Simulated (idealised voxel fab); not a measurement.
Process module heading - voxel air gaps
This is section cut - it's 175 nm across, gridded in 5 nm square cells.
Format of a cross-section: grid, square cells. Given as bands. Order: top down. Band: one or more rows of cells. Each band's line starts with the height of the band's top and of its bottom, in nm. Then come its materials from left to right, each with its width in nm. One material with "all across" fills the band from edge to edge. "empty" is empty space. Ref level 0: as-received wafer is one material below here. Bottom band extends down with no lower bound ("0 nm and below"). Quick explanation for "30..40": the width changes in equal steps down the rows of cells, from the first number in the band's top row to the second number in its bottom row. What does "no change occurred" mean for a step? It means no cell of the cross-section changed in that step. Basically, "Closed void listing" tells you about the enclosed voids: empty spaces with no open way to the top, 8 cells or bigger, each written width x height at distance, where distance is from the left edge, all in nm. Where a step's line continues beyond its settings, the continuation is a remark by the simulator itself on that step. If you see "overlay nm" on a step's line and that step has a mask, it's telling you how far right of where it was planned the mask ended up; a negative number means it went left instead.
**This section lists the process steps that were planned**
1,RECEIVE | material Si
2,CONFORMAL_DEP | material SiO2 | thk nm 10
3,CONFORMAL_DEP | material SiCN | thk nm 5
4,DIRECTIONAL_DEP | material lowk | thk nm 40
5,DIRECTIONAL_DEP | material aC | thk nm 15
6,PATTERN | tone open | mask id LINES | material resist | width nm 15 | pitch nm 40 | thk nm 30 | overlay nm 0
7,DIRECTIONAL_ETCH | etch materials aC | depth nm 15
8,STRIP | etch materials resist
9,DIRECTIONAL_ETCH | etch materials lowk | depth nm 40
10,STRIP | etch materials aC
11,CONFORMAL_DEP | material TiN | thk nm 5
12,FILL_DEP | material W | thk nm 5
13,CMP | height nm 55
14,EPI | material Ru | thk nm 10
15,SELECTIVE_ETCH | etch materials lowk | depth nm 50
16,CONFORMAL_DEP | material SiCN | thk nm 5
Keep in mind the plan's value for the width nm of step 6 comes from the first wafer; the wafers don't share that setting, but they do share the same starting point.
**Cross-section of the first of several wafers on receipt, reflecting completion of step 1**
	0 nm and below | Si all across
	Closed void listing: none
**End-of-module cross-section, first of several wafers, after last step 16**
	70 nm to 65 nm | 5 empty, 165 SiCN, 5 empty
	65 nm to 55 nm | 5 empty, 5 SiCN, 35 Ru, 5 SiCN, 35 Ru, 5 SiCN, 35 Ru, 5 SiCN, 35 Ru, 5 SiCN, 5 empty
	55 nm to 50 nm | 5 empty, 15 SiCN, 5 TiN, 5 W, 5 TiN, 25 SiCN, 5 TiN, 5 W, 5 TiN, 25 SiCN, 5 TiN, 5 W, 5 TiN, 25 SiCN, 5 TiN, 5 W, 5 TiN, 15 SiCN, 5 empty
	50 nm to 20 nm | 15 empty, 5 SiCN, 5 TiN, 5 W, 5 TiN, 5 SiCN, 15 empty, 5 SiCN, 5 TiN, 5 W, 5 TiN, 5 SiCN, 15 empty, 5 SiCN, 5 TiN, 5 W, 5 TiN, 5 SiCN, 15 empty, 5 SiCN, 5 TiN, 5 W, 5 TiN, 5 SiCN, 15 empty
	20 nm to 15 nm | 20 SiCN, 15 TiN, 25 SiCN, 15 TiN, 25 SiCN, 15 TiN, 25 SiCN, 15 TiN, 20 SiCN
	15 nm to 10 nm | SiCN all across
	10 nm to 0 nm | SiO2 all across
	0 nm and below | Si all across
	Closed void listing: 15 x 30 at 40; 15 x 30 at 80; 15 x 30 at 120
**A cross-section through the last wafer at the close of the module**
	70 nm to 65 nm | SiCN all across
	65 nm to 55 nm | 5 SiCN, 165 Ru, 5 SiCN
	55 nm to 50 nm | 15 SiCN, 5 TiN, 15 W, 5 TiN, 15 lowk, 5 TiN, 15 W, 5 TiN, 15 lowk, 5 TiN, 15 W, 5 TiN, 15 lowk, 5 TiN, 15 W, 5 TiN, 15 SiCN
	50 nm to 20 nm | 10 empty, 5 SiCN, 5 TiN, 15 W, 5 TiN, 15 lowk, 5 TiN, 15 W, 5 TiN, 15 lowk, 5 TiN, 15 W, 5 TiN, 15 lowk, 5 TiN, 15 W, 5 TiN, 5 SiCN, 10 empty
	20 nm to 15 nm | 15 SiCN, 25 TiN, 15 lowk, 25 TiN, 15 lowk, 25 TiN, 15 lowk, 25 TiN, 15 SiCN
	15 nm to 10 nm | SiCN all across
	10 nm to 0 nm | SiO2 all across
	0 nm and below | Si all across
	Closed void listing: 10 x 30 at 0; 10 x 30 at 165
**wafer rows; end of module; cells per material since receipt: (+) gained, (-) lost; then closed voids**
width nm 15 | +56 Ru | +170 SiCN | +70 SiO2 | +68 TiN | +28 W | Closed void listing: 15 x 30 at 40; 15 x 30 at 80; 15 x 30 at 120
width nm 20 | +64 Ru | +98 SiCN | +70 SiO2 | +72 TiN | +56 W | +96 lowk | Closed void listing: 10 x 30 at 165
width nm 25 | +66 Ru | +98 SiCN | +70 SiO2 | +76 TiN | +84 W | +72 lowk | Closed void listing: 10 x 30 at 0; 10 x 30 at 165
